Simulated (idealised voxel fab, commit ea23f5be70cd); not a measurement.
The following process module bears the name voxel gate over fins.
The figure presents cross-section cut, which has a width of 260 nm and is divided into square cells with an edge length of 5 nm.
Format of a cross-section: grid, square cells. Given as bands. Order: top down. Band: one or more rows of cells. For a band, the entry starts with two heights in nm, that of the top and then that of the bottom, and carries on with the band's materials in order from left to right, each alongside its width in nm; the word "everywhere" beside a single material means it fills the band edge to edge, and "air" means empty space. We count height from 0. Below that, the starting wafer is all one material. The lowest band never ends at the bottom but goes on down; see "z 0 and below" for how that is written. So if you see something like "30..40" for the width, read it as the top row of the band sitting at the first number and the bottom row at the second, with every row in between moving by the same amount as the last. Key: "no modification" - step with no changed cell in the cross-section. "Enclosed empty spaces" lists enclosed empty spaces (at least 8 cells, no open path upward to the top), each as width x height at distance from the left edge, in nm. after a step's settings: what the simulator itself notes on the step. overlay nm: step with mask; distance mask lay right of planned place; negative value = left of planned place.

The following list gives the planned process steps
1. RECEIVE (material Si)
2. CONFORMAL_DEP (material SiN; thk nm 5)
3. DIRECTIONAL_DEP (material aC; thk nm 15)
4. PATTERN (tone cover; mask id FINS; material resist; width nm 15; pitch nm 40; thk nm 30; overlay nm 0)
5. DIRECTIONAL_ETCH (etch materials aC; depth nm 15)
6. STRIP (etch materials resist)
7. DIRECTIONAL_ETCH (etch materials SiN; depth nm 5)
8. DIRECTIONAL_ETCH (etch materials Si; depth nm 35)
9. STRIP (etch materials aC)
10. OXIDIZE (depth nm 5)
11. FILL_DEP (material SiO2; thk nm 10)
12. CMP (height nm 5)
13. SELECTIVE_ETCH (etch materials SiO2; depth nm 15)
14. STRIP (etch materials SiN)
15. CONFORMAL_DEP (material HfO2; thk nm 5)
16. CONFORMAL_DEP (material TiN; thk nm 5)
17. FILL_DEP (material W; thk nm 15)
18. CMP (height nm 20)
19. CONFORMAL_DEP (material SiCN; thk nm 10)

The first wafer of two, processed as planned

As received (post step 1): cross-section
- z 0 and below | Si everywhere
- Enclosed empty spaces: none

Once step 2 is through, the wafer looks like this in cross-section
- z 5 to 0 | SiN everywhere
- Anything lower than 0 is untouched.

Once step 3 is through, the wafer looks like this in cross-section
- z 20 to 5 | aC everywhere
- Anything lower than 5 is untouched.

Once step 4 is through, the wafer looks like this in cross-section
- z 50 to 20 | 60 nm air | 15 nm resist | 25 nm air | 15 nm resist | 25 nm air | 15 nm resist | 25 nm air | 15 nm resist | 65 nm air
- Anything lower than 20 is untouched.

Once step 5 is through, the wafer looks like this in cross-section
- z 35 to 20 | 60 nm air | 15 nm resist | 25 nm air | 15 nm resist | 25 nm air | 15 nm resist | 25 nm air | 15 nm resist | 65 nm air
- z 20 to 5 | 60 nm air | 15 nm aC | 25 nm air | 15 nm aC | 25 nm air | 15 nm aC | 25 nm air | 15 nm aC | 65 nm air
- Anything lower than 5 is untouched.

Once step 6 is through, the wafer looks like this in cross-section
- z 20 to 5 | 60 nm air | 15 nm aC | 25 nm air | 15 nm aC | 25 nm air | 15 nm aC | 25 nm air | 15 nm aC | 65 nm air
- Anything lower than 5 is untouched.

Once step 7 is through, the wafer looks like this in cross-section
- z 20 to 5 | 60 nm air | 15 nm aC | 25 nm air | 15 nm aC | 25 nm air | 15 nm aC | 25 nm air | 15 nm aC | 65 nm air
- z 5 to 0 | 60 nm air | 15 nm SiN | 25 nm air | 15 nm SiN | 25 nm air | 15 nm SiN | 25 nm air | 15 nm SiN | 65 nm air
- Anything lower than 0 is untouched.

Once step 8 is through, the wafer looks like this in cross-section
- z 20 to 5 | 60 nm air | 15 nm aC | 25 nm air | 15 nm aC | 25 nm air | 15 nm aC | 25 nm air | 15 nm aC | 65 nm air
- z 5 to 0 | 60 nm air | 15 nm SiN | 25 nm air | 15 nm SiN | 25 nm air | 15 nm SiN | 25 nm air | 15 nm SiN | 65 nm air
- z 0 to -35 | 60 nm air | 15 nm Si | 25 nm air | 15 nm Si | 25 nm air | 15 nm Si | 25 nm air | 15 nm Si | 65 nm air
- Anything lower than -35 is untouched.

Once step 9 is through, the wafer looks like this in cross-section
- z 5 to 0 | 60 nm air | 15 nm SiN | 25 nm air | 15 nm SiN | 25 nm air | 15 nm SiN | 25 nm air | 15 nm SiN | 65 nm air
- Anything lower than 0 is untouched.

Once step 10 is through, the wafer looks like this in cross-section
- z 5 to 0 | 60 nm air | 15 nm SiN | 25 nm air | 15 nm SiN | 25 nm air | 15 nm SiN | 25 nm air | 15 nm SiN | 65 nm air
- z 0 to -35 | 60 nm air | 5 nm SiO2 | 5 nm Si | 5 nm SiO2 | 25 nm air | 5 nm SiO2 | 5 nm Si | 5 nm SiO2 | 25 nm air | 5 nm SiO2 | 5 nm Si | 5 nm SiO2 | 25 nm air | 5 nm SiO2 | 5 nm Si | 5 nm SiO2 | 65 nm air
- z -35 to -40 | 65 nm SiO2 | 5 nm Si | 35 nm SiO2 | 5 nm Si | 35 nm SiO2 | 5 nm Si | 35 nm SiO2 | 5 nm Si | 70 nm SiO2
- Anything lower than -40 is untouched.

Once step 11 is through, the wafer looks like this in cross-section
- z 15 to 5 | SiO2 everywhere
- z 5 to 0 | 60 nm SiO2 | 15 nm SiN | 25 nm SiO2 | 15 nm SiN | 25 nm SiO2 | 15 nm SiN | 25 nm SiO2 | 15 nm SiN | 65 nm SiO2
- z 0 to -40 | 65 nm SiO2 | 5 nm Si | 35 nm SiO2 | 5 nm Si | 35 nm SiO2 | 5 nm Si | 35 nm SiO2 | 5 nm Si | 70 nm SiO2
- Anything lower than -40 is untouched.

Once step 12 is through, the wafer looks like this in cross-section
- z 5 to 0 | 60 nm SiO2 | 15 nm SiN | 25 nm SiO2 | 15 nm SiN | 25 nm SiO2 | 15 nm SiN | 25 nm SiO2 | 15 nm SiN | 65 nm SiO2
- Anything lower than 0 is untouched.

Once step 13 is through, the wafer looks like this in cross-section
- z 5 to 0 | 60 nm air | 15 nm SiN | 25 nm air | 15 nm SiN | 25 nm air | 15 nm SiN | 25 nm air | 15 nm SiN | 65 nm air
- z 0 to -10 | 65 nm air | 5 nm Si | 35 nm air | 5 nm Si | 35 nm air | 5 nm Si | 35 nm air | 5 nm Si | 70 nm air
- Anything lower than -10 is untouched.

Once step 14 is through, the wafer looks like this in cross-section
- z 0 to -10 | 65 nm air | 5 nm Si | 35 nm air | 5 nm Si | 35 nm air | 5 nm Si | 35 nm air | 5 nm Si | 70 nm air
- Anything lower than -10 is untouched.

Once step 15 is through, the wafer looks like this in cross-section
- z 5 to 0 | 60 nm air | 15 nm HfO2 | 25 nm air | 15 nm HfO2 | 25 nm air | 15 nm HfO2 | 25 nm air | 15 nm HfO2 | 65 nm air
- z 0 to -5 | 60 nm air | 5 nm HfO2 | 5 nm Si | 5 nm HfO2 | 25 nm air | 5 nm HfO2 | 5 nm Si | 5 nm HfO2 | 25 nm air | 5 nm HfO2 | 5 nm Si | 5 nm HfO2 | 25 nm air | 5 nm HfO2 | 5 nm Si | 5 nm HfO2 | 65 nm air
- z -5 to -10 | 65 nm HfO2 | 5 nm Si | 35 nm HfO2 | 5 nm Si | 35 nm HfO2 | 5 nm Si | 35 nm HfO2 | 5 nm Si | 70 nm HfO2
- Anything lower than -10 is untouched.

Once step 16 is through, the wafer looks like this in cross-section
- z 10 to 5 | 55 nm air | 25 nm TiN | 15 nm air | 25 nm TiN | 15 nm air | 25 nm TiN | 15 nm air | 25 nm TiN | 60 nm air
- z 5 to 0 | 55 nm air | 5 nm TiN | 15 nm HfO2 | 5 nm TiN | 15 nm air | 5 nm TiN | 15 nm HfO2 | 5 nm TiN | 15 nm air | 5 nm TiN | 15 nm HfO2 | 5 nm TiN | 15 nm air | 5 nm TiN | 15 nm HfO2 | 5 nm TiN | 60 nm air
- z 0 to -5 | 60 nm TiN | 5 nm HfO2 | 5 nm Si | 5 nm HfO2 | 25 nm TiN | 5 nm HfO2 | 5 nm Si | 5 nm HfO2 | 25 nm TiN | 5 nm HfO2 | 5 nm Si | 5 nm HfO2 | 25 nm TiN | 5 nm HfO2 | 5 nm Si | 5 nm HfO2 | 65 nm TiN
- Anything lower than -5 is untouched.

Once step 17 is through, the wafer looks like this in cross-section
- z 25 to 10 | W everywhere
- z 10 to 5 | 55 nm W | 25 nm TiN | 15 nm W | 25 nm TiN | 15 nm W | 25 nm TiN | 15 nm W | 25 nm TiN | 60 nm W
- z 5 to 0 | 55 nm W | 5 nm TiN | 15 nm HfO2 | 5 nm TiN | 15 nm W | 5 nm TiN | 15 nm HfO2 | 5 nm TiN | 15 nm W | 5 nm TiN | 15 nm HfO2 | 5 nm TiN | 15 nm W | 5 nm TiN | 15 nm HfO2 | 5 nm TiN | 60 nm W
- Anything lower than 0 is untouched.

Once step 18 is through, the wafer looks like this in cross-section
- z 20 to 10 | W everywhere
- Anything lower than 10 is untouched.

Once step 19 is through, the wafer looks like this in cross-section
- z 30 to 20 | SiCN everywhere
- Anything lower than 20 is untouched.

Second wafer, same starting conditions and recipe as the first, one mistake in executing it, nothing differs from the first up to and including step 3

Second wafer at the planned finish of step 4, seen in cross-section
- z 50 to 20 | 60 nm resist | 15 nm air | 25 nm resist | 15 nm air | 25 nm resist | 15 nm air | 25 nm resist | 15 nm air | 65 nm resist
- Anything lower than 20 is untouched.

Second wafer at the planned finish of step 5, seen in cross-section
- z 35 to 20 | 60 nm resist | 15 nm air | 25 nm resist | 15 nm air | 25 nm resist | 15 nm air | 25 nm resist | 15 nm air | 65 nm resist
- z 20 to 5 | 60 nm aC | 15 nm air | 25 nm aC | 15 nm air | 25 nm aC | 15 nm air | 25 nm aC | 15 nm air | 65 nm aC
- Anything lower than 5 is untouched.

Second wafer at the planned finish of step 6, seen in cross-section
- z 20 to 5 | 60 nm aC | 15 nm air | 25 nm aC | 15 nm air | 25 nm aC | 15 nm air | 25 nm aC | 15 nm air | 65 nm aC
- Anything lower than 5 is untouched.

Second wafer at the planned finish of step 7, seen in cross-section
- z 20 to 5 | 60 nm aC | 15 nm air | 25 nm aC | 15 nm air | 25 nm aC | 15 nm air | 25 nm aC | 15 nm air | 65 nm aC
- z 5 to 0 | 60 nm SiN | 15 nm air | 25 nm SiN | 15 nm air | 25 nm SiN | 15 nm air | 25 nm SiN | 15 nm air | 65 nm SiN
- Anything lower than 0 is untouched.

Second wafer at the planned finish of step 8, seen in cross-section
- z 20 to 5 | 60 nm aC | 15 nm air | 25 nm aC | 15 nm air | 25 nm aC | 15 nm air | 25 nm aC | 15 nm air | 65 nm aC
- z 5 to 0 | 60 nm SiN | 15 nm air | 25 nm SiN | 15 nm air | 25 nm SiN | 15 nm air | 25 nm SiN | 15 nm air | 65 nm SiN
- z 0 to -35 | 60 nm Si | 15 nm air | 25 nm Si | 15 nm air | 25 nm Si | 15 nm air | 25 nm Si | 15 nm air | 65 nm Si
- Anything lower than -35 is untouched.

Second wafer at the planned finish of step 9, seen in cross-section
- z 5 to 0 | 60 nm SiN | 15 nm air | 25 nm SiN | 15 nm air | 25 nm SiN | 15 nm air | 25 nm SiN | 15 nm air | 65 nm SiN
- Anything lower than 0 is untouched.

Second wafer at the planned finish of step 10, seen in cross-section
- z 5 to 0 | 60 nm SiN | 15 nm air | 25 nm SiN | 15 nm air | 25 nm SiN | 15 nm air | 25 nm SiN | 15 nm air | 65 nm SiN
- z 0 to -35 | 55 nm Si | 5 nm SiO2 | 15 nm air | 5 nm SiO2 | 15 nm Si | 5 nm SiO2 | 15 nm air | 5 nm SiO2 | 15 nm Si | 5 nm SiO2 | 15 nm air | 5 nm SiO2 | 15 nm Si | 5 nm SiO2 | 15 nm air | 5 nm SiO2 | 60 nm Si
- z -35 to -40 | 55 nm Si | 25 nm SiO2 | 15 nm Si | 25 nm SiO2 | 15 nm Si | 25 nm SiO2 | 15 nm Si | 25 nm SiO2 | 60 nm Si
- Anything lower than -40 is untouched.

Second wafer at the planned finish of step 11, seen in cross-section
- z 15 to 5 | SiO2 everywhere
- z 5 to 0 | 60 nm SiN | 15 nm SiO2 | 25 nm SiN | 15 nm SiO2 | 25 nm SiN | 15 nm SiO2 | 25 nm SiN | 15 nm SiO2 | 65 nm SiN
- z 0 to -40 | 55 nm Si | 25 nm SiO2 | 15 nm Si | 25 nm SiO2 | 15 nm Si | 25 nm SiO2 | 15 nm Si | 25 nm SiO2 | 60 nm Si
- Anything lower than -40 is untouched.

Second wafer at the planned finish of step 12, seen in cross-section
- z 5 to 0 | 60 nm SiN | 15 nm SiO2 | 25 nm SiN | 15 nm SiO2 | 25 nm SiN | 15 nm SiO2 | 25 nm SiN | 15 nm SiO2 | 65 nm SiN
- Anything lower than 0 is untouched.

Second wafer at the planned finish of step 13, seen in cross-section
- z 5 to 0 | 60 nm SiN | 15 nm air | 25 nm SiN | 15 nm air | 25 nm SiN | 15 nm air | 25 nm SiN | 15 nm air | 65 nm SiN
- z 0 to -10 | 55 nm Si | 25 nm air | 15 nm Si | 25 nm air | 15 nm Si | 25 nm air | 15 nm Si | 25 nm air | 60 nm Si
- Anything lower than -10 is untouched.

Second wafer at the planned finish of step 14, seen in cross-section
- z 0 to -10 | 55 nm Si | 25 nm air | 15 nm Si | 25 nm air | 15 nm Si | 25 nm air | 15 nm Si | 25 nm air | 60 nm Si
- Anything lower than -10 is untouched.

Second wafer at the planned finish of step 15, seen in cross-section
- z 5 to 0 | 60 nm HfO2 | 15 nm air | 25 nm HfO2 | 15 nm air | 25 nm HfO2 | 15 nm air | 25 nm HfO2 | 15 nm air | 65 nm HfO2
- z 0 to -5 | 55 nm Si | 5 nm HfO2 | 15 nm air | 5 nm HfO2 | 15 nm Si | 5 nm HfO2 | 15 nm air | 5 nm HfO2 | 15 nm Si | 5 nm HfO2 | 15 nm air | 5 nm HfO2 | 15 nm Si | 5 nm HfO2 | 15 nm air | 5 nm HfO2 | 60 nm Si
- z -5 to -10 | 55 nm Si | 25 nm HfO2 | 15 nm Si | 25 nm HfO2 | 15 nm Si | 25 nm HfO2 | 15 nm Si | 25 nm HfO2 | 60 nm Si
- Anything lower than -10 is untouched.

Second wafer at the planned finish of step 16, seen in cross-section
- z 10 to 5 | 65 nm TiN | 5 nm air | 35 nm TiN | 5 nm air | 35 nm TiN | 5 nm air | 35 nm TiN | 5 nm air | 70 nm TiN
- z 5 to 0 | 60 nm HfO2 | 5 nm TiN | 5 nm air | 5 nm TiN | 25 nm HfO2 | 5 nm TiN | 5 nm air | 5 nm TiN | 25 nm HfO2 | 5 nm TiN | 5 nm air | 5 nm TiN | 25 nm HfO2 | 5 nm TiN | 5 nm air | 5 nm TiN | 65 nm HfO2
- z 0 to -5 | 55 nm Si | 5 nm HfO2 | 15 nm TiN | 5 nm HfO2 | 15 nm Si | 5 nm HfO2 | 15 nm TiN | 5 nm HfO2 | 15 nm Si | 5 nm HfO2 | 15 nm TiN | 5 nm HfO2 | 15 nm Si | 5 nm HfO2 | 15 nm TiN | 5 nm HfO2 | 60 nm Si
- Anything lower than -5 is untouched.

Second wafer at the planned finish of step 17, seen in cross-section
- z 25 to 10 | W everywhere
- z 10 to 5 | 65 nm TiN | 5 nm W | 35 nm TiN | 5 nm W | 35 nm TiN | 5 nm W | 35 nm TiN | 5 nm W | 70 nm TiN
- z 5 to 0 | 60 nm HfO2 | 5 nm TiN | 5 nm W | 5 nm TiN | 25 nm HfO2 | 5 nm TiN | 5 nm W | 5 nm TiN | 25 nm HfO2 | 5 nm TiN | 5 nm W | 5 nm TiN | 25 nm HfO2 | 5 nm TiN | 5 nm W | 5 nm TiN | 65 nm HfO2
- Anything lower than 0 is untouched.

Second wafer at the planned finish of step 18, seen in cross-section
- z 20 to 10 | W everywhere
- Anything lower than 10 is untouched.

Second wafer at the planned finish of step 19, seen in cross-section
- z 30 to 20 | SiCN everywhere
- Anything lower than 20 is untouched.
Here's what went sideways: for step 4, the planned setting was not used; the step was instead run as PATTERN (tone open; mask id FINS; material resist; width nm 15; pitch nm 40; thk nm 30; overlay nm 0)
Once processing is complete, comparing cell counts shows that the second wafer has more or fewer of certain materials than the first: +224 Si, -168 SiO2, -56 W
